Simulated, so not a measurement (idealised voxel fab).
process module | voxel capacitor over wiring
cross-section cut | 160 nm wide | cells 5 nm
A cross-section is a grid of square cells, given in bands from the top down. A band is one or more rows of cells.
Each band's line starts with the height of the band's top and of its bottom, in nm. Then come its materials from left to right, each with its width in nm. One material with "throughout" fills the band from edge to edge. "air" is empty space.
Height 0 is the level under which the wafer as received is all one material. The lowest band goes on downwards, as in "0 down".
A width such as "30 to 40" changes by the same amount from each row of cells to the next, from the band's top row to its bottom row.
"no change" after a step means that no cell of the cross-section changed.
closed voids: empty space of 8 cells or more with no open way to the top, each as width x height at its distance from the left edge, in nm
after a step's settings: what the simulator itself notes on the step
overlay nm, on a step with a mask: how far to the right of its planned place the mask lay; to the left if negative
plan
1 op RECEIVE | material Si
2 op CONFORMAL_DEP | material SiO2 | thk nm 10
3 op CONFORMAL_DEP | material SiCN | thk nm 5
4 op DIRECTIONAL_DEP | material SiO2 | thk nm 25
5 op MASKED_ETCH | tone open | mask id METAL_1 | width nm 20 | pitch nm 75 | etch materials SiO2 | depth nm 25 | overlay nm 0
6 op MASKED_ETCH | tone open | mask id METAL_1 | width nm 20 | pitch nm 75 | etch materials SiCN | depth nm 5 | overlay nm 0
7 op CONFORMAL_DEP | material TiN | thk nm 5
8 op FILL_DEP | material Cu | thk nm 5
9 op CMP | height nm 40
10 op CONFORMAL_DEP | material SiCN | thk nm 5
11 op DIRECTIONAL_DEP | material lowk | thk nm 20
12 op DIRECTIONAL_DEP | material aC | thk nm 15
13 op PATTERN | tone open | mask id PLUG_1 | material resist | width nm 15 | thk nm 35 | overlay nm 0
14 op DIRECTIONAL_ETCH | etch materials aC | depth nm 15
15 op STRIP | etch materials resist
16 op DIRECTIONAL_ETCH | etch materials lowk | depth nm 20
17 op DIRECTIONAL_ETCH | etch materials SiCN | depth nm 5
18 op STRIP | etch materials aC
19 op EPI | material Ru | thk nm 10
20 op EPI | material Ru | thk nm 10
21 op EPI | material Ru | thk nm 5
22 op DIRECTIONAL_DEP | material TiN | thk nm 10
23 op DIRECTIONAL_DEP | material Al2O3 | thk nm 5
24 op DIRECTIONAL_DEP | material TiN | thk nm 5
25 op PATTERN | tone cover | mask id UPPER_PLATE | material resist | width nm 60 | thk nm 15 | overlay nm 0
26 op DIRECTIONAL_ETCH | etch materials TiN | depth nm 5
27 op DIRECTIONAL_ETCH | etch materials Al2O3 | depth nm 5
28 op STRIP | etch materials resist
29 op PATTERN | tone cover | mask id LOWER_PLATE | material resist | width nm 70 | thk nm 15 | overlay nm 0
30 op DIRECTIONAL_ETCH | etch materials TiN | depth nm 10
31 op STRIP | etch materials resist
32 op FILL_DEP | material SiO2 | thk nm 20
33 op CMP | height nm 100
34 op DIRECTIONAL_DEP | material aC | thk nm 15
35 op PATTERN | tone open | mask id PLUG_2 | material resist | width nm 15 | thk nm 30 | overlay nm 0
36 op DIRECTIONAL_ETCH | etch materials aC | depth nm 15
37 op STRIP | etch materials resist
38 op DIRECTIONAL_ETCH | etch materials SiO2 | depth nm 15
39 op STRIP | etch materials aC
40 op CONFORMAL_DEP | material TiN | thk nm 5
41 op FILL_DEP | material Cu | thk nm 5
42 op CMP | height nm 100
43 op CONFORMAL_DEP | material SiCN | thk nm 5
first wafer, as planned
as received, after step 1
  0 down: Si throughout
  closed voids: none
after step 2
  10 to 0: SiO2 throughout
  below 0: unchanged
after step 3
  15 to 10: SiCN throughout
  below 10: unchanged
after step 4
  40 to 15: SiO2 throughout
  below 15: unchanged
after step 5
  40 to 15: SiO2 30 | air 20 | SiO2 55 | air 20 | SiO2 35
  below 15: unchanged
after step 6
  40 to 15: SiO2 30 | air 20 | SiO2 55 | air 20 | SiO2 35
  15 to 10: SiCN 30 | air 20 | SiCN 55 | air 20 | SiCN 35
  below 10: unchanged
after step 7
  45 to 40: TiN 35 | air 10 | TiN 65 | air 10 | TiN 40
  40 to 15: SiO2 30 | TiN 5 | air 10 | TiN 5 | SiO2 55 | TiN 5 | air 10 | TiN 5 | SiO2 35
  15 to 10: SiCN 30 | TiN 20 | SiCN 55 | TiN 20 | SiCN 35
  below 10: unchanged
after step 8
  50 to 45: Cu throughout
  45 to 40: TiN 35 | Cu 10 | TiN 65 | Cu 10 | TiN 40
  40 to 15: SiO2 30 | TiN 5 | Cu 10 | TiN 5 | SiO2 55 | TiN 5 | Cu 10 | TiN 5 | SiO2 35
  below 15: unchanged
after step 9
  40 to 15: SiO2 30 | TiN 5 | Cu 10 | TiN 5 | SiO2 55 | TiN 5 | Cu 10 | TiN 5 | SiO2 35
  below 15: unchanged
after step 10
  45 to 40: SiCN throughout
  below 40: unchanged
after step 11
  65 to 45: lowk throughout
  below 45: unchanged
after step 12
  80 to 65: aC throughout
  below 65: unchanged
after step 13
  115 to 80: resist 35 | air 15 | resist 110
  below 80: unchanged
after step 14
  100 to 80: resist 35 | air 15 | resist 110
  80 to 65: aC 35 | air 15 | aC 110
  below 65: unchanged
after step 15
  80 to 65: aC 35 | air 15 | aC 110
  below 65: unchanged
after step 16
  80 to 65: aC 35 | air 15 | aC 110
  65 to 45: lowk 35 | air 15 | lowk 110
  below 45: unchanged
after step 17
  80 to 65: aC 35 | air 15 | aC 110
  65 to 45: lowk 35 | air 15 | lowk 110
  45 to 40: SiCN 35 | air 15 | SiCN 110
  below 40: unchanged
after step 18
  65 to 45: lowk 35 | air 15 | lowk 110
  below 45: unchanged
after step 19
  65 to 50: lowk 35 | air 15 | lowk 110
  50 to 45: lowk 35 | Ru 15 | lowk 110
  45 to 40: SiCN 35 | Ru 15 | SiCN 110
  below 40: unchanged
after step 20
  65 to 60: lowk 35 | air 15 | lowk 110
  60 to 45: lowk 35 | Ru 15 | lowk 110
  below 45: unchanged
after step 21
  65 to 45: lowk 35 | Ru 15 | lowk 110
  below 45: unchanged
after step 22
  75 to 65: TiN throughout
  below 65: unchanged
after step 23
  80 to 75: Al2O3 throughout
  below 75: unchanged
after step 24
  85 to 80: TiN throughout
  below 80: unchanged
after step 25
  100 to 85: air 35 | resist 60 | air 65
  below 85: unchanged
after step 26
  100 to 85: air 35 | resist 60 | air 65
  85 to 80: air 35 | TiN 60 | air 65
  below 80: unchanged
after step 27
  100 to 85: air 35 | resist 60 | air 65
  85 to 80: air 35 | TiN 60 | air 65
  80 to 75: air 35 | Al2O3 60 | air 65
  below 75: unchanged
after step 28
  85 to 80: air 35 | TiN 60 | air 65
  below 80: unchanged
after step 29
  100 to 85: air 30 | resist 70 | air 60
  85 to 80: air 30 | resist 5 | TiN 60 | resist 5 | air 60
  80 to 75: air 30 | resist 5 | Al2O3 60 | resist 5 | air 60
  below 75: unchanged
after step 30
  100 to 85: air 30 | resist 70 | air 60
  85 to 80: air 30 | resist 5 | TiN 60 | resist 5 | air 60
  80 to 75: air 30 | resist 5 | Al2O3 60 | resist 5 | air 60
  75 to 65: air 30 | TiN 70 | air 60
  below 65: unchanged
after step 31
  85 to 80: air 35 | TiN 60 | air 65
  80 to 75: air 35 | Al2O3 60 | air 65
  below 75: unchanged
after step 32
  105 to 85: SiO2 throughout
  85 to 80: SiO2 35 | TiN 60 | SiO2 65
  80 to 75: SiO2 35 | Al2O3 60 | SiO2 65
  75 to 65: SiO2 30 | TiN 70 | SiO2 60
  below 65: unchanged
after step 33
  100 to 85: SiO2 throughout
  below 85: unchanged
after step 34
  115 to 100: aC throughout
  below 100: unchanged
after step 35
  145 to 115: resist 45 | air 15 | resist 100
  below 115: unchanged
after step 36
  130 to 115: resist 45 | air 15 | resist 100
  115 to 100: aC 45 | air 15 | aC 100
  below 100: unchanged
after step 37
  115 to 100: aC 45 | air 15 | aC 100
  below 100: unchanged
after step 38
  115 to 100: aC 45 | air 15 | aC 100
  100 to 85: SiO2 45 | air 15 | SiO2 100
  below 85: unchanged
after step 39
  100 to 85: SiO2 45 | air 15 | SiO2 100
  below 85: unchanged
after step 40
  105 to 100: TiN 50 | air 5 | TiN 105
  100 to 90: SiO2 45 | TiN 5 | air 5 | TiN 5 | SiO2 100
  90 to 80: SiO2 45 to 35 | TiN 15 to 60 | SiO2 100 to 65
  below 80: unchanged
after step 41
  110 to 105: Cu throughout
  105 to 100: TiN 50 | Cu 5 | TiN 105
  100 to 90: SiO2 45 | TiN 5 | Cu 5 | TiN 5 | SiO2 100
  below 90: unchanged
after step 42
  100 to 90: SiO2 45 | TiN 5 | Cu 5 | TiN 5 | SiO2 100
  below 90: unchanged
after step 43
  105 to 100: SiCN throughout
  below 100: unchanged
second wafer: like start, like plan, one mistake. Through step 10 it matches the first wafer
when step 11 should have ended
  85 to 45: lowk throughout
  below 45: unchanged
when step 12 should have ended
  100 to 85: aC throughout
  below 85: unchanged
when step 13 should have ended
  135 to 100: resist 35 | air 15 | resist 110
  below 100: unchanged
when step 14 should have ended
  120 to 100: resist 35 | air 15 | resist 110
  100 to 85: aC 35 | air 15 | aC 110
  below 85: unchanged
when step 15 should have ended
  100 to 85: aC 35 | air 15 | aC 110
  below 85: unchanged
when step 16 should have ended
  100 to 85: aC 35 | air 15 | aC 110
  85 to 65: lowk 35 | air 15 | lowk 110
  below 65: unchanged
when step 17 should have ended: no change
when step 18 should have ended
  85 to 65: lowk 35 | air 15 | lowk 110
  below 65: unchanged
when step 19 should have ended: no change
when step 20 should have ended: no change
when step 21 should have ended: no change
when step 22 should have ended
  95 to 85: TiN 35 | air 15 | TiN 110
  85 to 75: lowk 35 | air 15 | lowk 110
  75 to 65: lowk 35 | TiN 15 | lowk 110
  below 65: unchanged
when step 23 should have ended
  100 to 95: Al2O3 35 | air 15 | Al2O3 110
  95 to 85: TiN 35 | air 15 | TiN 110
  85 to 80: lowk 35 | air 15 | lowk 110
  80 to 75: lowk 35 | Al2O3 15 | lowk 110
  below 75: unchanged
when step 24 should have ended
  105 to 100: TiN 35 | air 15 | TiN 110
  100 to 95: Al2O3 35 | air 15 | Al2O3 110
  95 to 85: TiN 35 | air 15 | TiN 110
  85 to 80: lowk 35 | TiN 15 | lowk 110
  below 80: unchanged
when step 25 should have ended
  120 to 105: air 35 | resist 60 | air 65
  105 to 100: TiN 35 | resist 15 | TiN 110
  100 to 95: Al2O3 35 | resist 15 | Al2O3 110
  95 to 85: TiN 35 | resist 15 | TiN 110
  below 85: unchanged
when step 26 should have ended
  120 to 105: air 35 | resist 60 | air 65
  105 to 100: air 35 | resist 15 | TiN 45 | air 65
  below 100: unchanged
when step 27 should have ended
  120 to 105: air 35 | resist 60 | air 65
  105 to 100: air 35 | resist 15 | TiN 45 | air 65
  100 to 95: air 35 | resist 15 | Al2O3 45 | air 65
  below 95: unchanged
when step 28 should have ended
  105 to 100: air 50 | TiN 45 | air 65
  100 to 95: air 50 | Al2O3 45 | air 65
  95 to 85: TiN 35 | air 15 | TiN 110
  below 85: unchanged
when step 29 should have ended
  120 to 105: air 30 | resist 70 | air 60
  105 to 100: air 30 | resist 20 | TiN 45 | resist 5 | air 60
  100 to 95: air 30 | resist 20 | Al2O3 45 | resist 5 | air 60
  95 to 85: TiN 35 | resist 15 | TiN 110
  below 85: unchanged
when step 30 should have ended
  120 to 105: air 30 | resist 70 | air 60
  105 to 100: air 30 | resist 20 | TiN 45 | resist 5 | air 60
  100 to 95: air 30 | resist 20 | Al2O3 45 | resist 5 | air 60
  95 to 85: air 30 | TiN 5 | resist 15 | TiN 50 | air 60
  below 85: unchanged
when step 31 should have ended
  105 to 100: air 50 | TiN 45 | air 65
  100 to 95: air 50 | Al2O3 45 | air 65
  95 to 85: air 30 | TiN 5 | air 15 | TiN 50 | air 60
  below 85: unchanged
when step 32 should have ended
  125 to 105: SiO2 throughout
  105 to 100: SiO2 50 | TiN 45 | SiO2 65
  100 to 95: SiO2 50 | Al2O3 45 | SiO2 65
  95 to 85: SiO2 30 | TiN 5 | SiO2 15 | TiN 50 | SiO2 60
  below 85: unchanged
when step 33 should have ended
  100 to 95: SiO2 50 | Al2O3 45 | SiO2 65
  below 95: unchanged
when step 34 should have ended
  115 to 100: aC throughout
  below 100: unchanged
when step 35 should have ended
  145 to 115: resist 45 | air 15 | resist 100
  below 115: unchanged
when step 36 should have ended
  130 to 115: resist 45 | air 15 | resist 100
  115 to 100: aC 45 | air 15 | aC 100
  below 100: unchanged
when step 37 should have ended
  115 to 100: aC 45 | air 15 | aC 100
  below 100: unchanged
when step 38 should have ended
  115 to 100: aC 45 | air 15 | aC 100
  100 to 95: SiO2 45 | air 5 | Al2O3 45 | SiO2 65
  95 to 85: SiO2 30 | TiN 5 | SiO2 10 | air 5 | TiN 50 | SiO2 60
  below 85: unchanged
when step 39 should have ended
  100 to 95: SiO2 45 | air 5 | Al2O3 45 | SiO2 65
  below 95: unchanged
when step 40 should have ended
  105 to 100: TiN throughout
  100 to 95: SiO2 45 | TiN 5 | Al2O3 45 | SiO2 65
  95 to 85: SiO2 30 | TiN 5 | SiO2 10 | TiN 55 | SiO2 60
  below 85: unchanged
when step 41 should have ended
  110 to 105: Cu throughout
  below 105: unchanged
when step 42 should have ended
  100 to 95: SiO2 45 | TiN 5 | Al2O3 45 | SiO2 65
  below 95: unchanged
when step 43 should have ended
  105 to 100: SiCN throughout
  below 100: unchanged
what went wrong: step 11 was run twice
at the end the second wafer has, in cells: 2 fewer of Cu | 15 fewer of Ru | 3 more of SiCN | 101 fewer of SiO2 | 13 fewer of TiN | 128 more of lowk
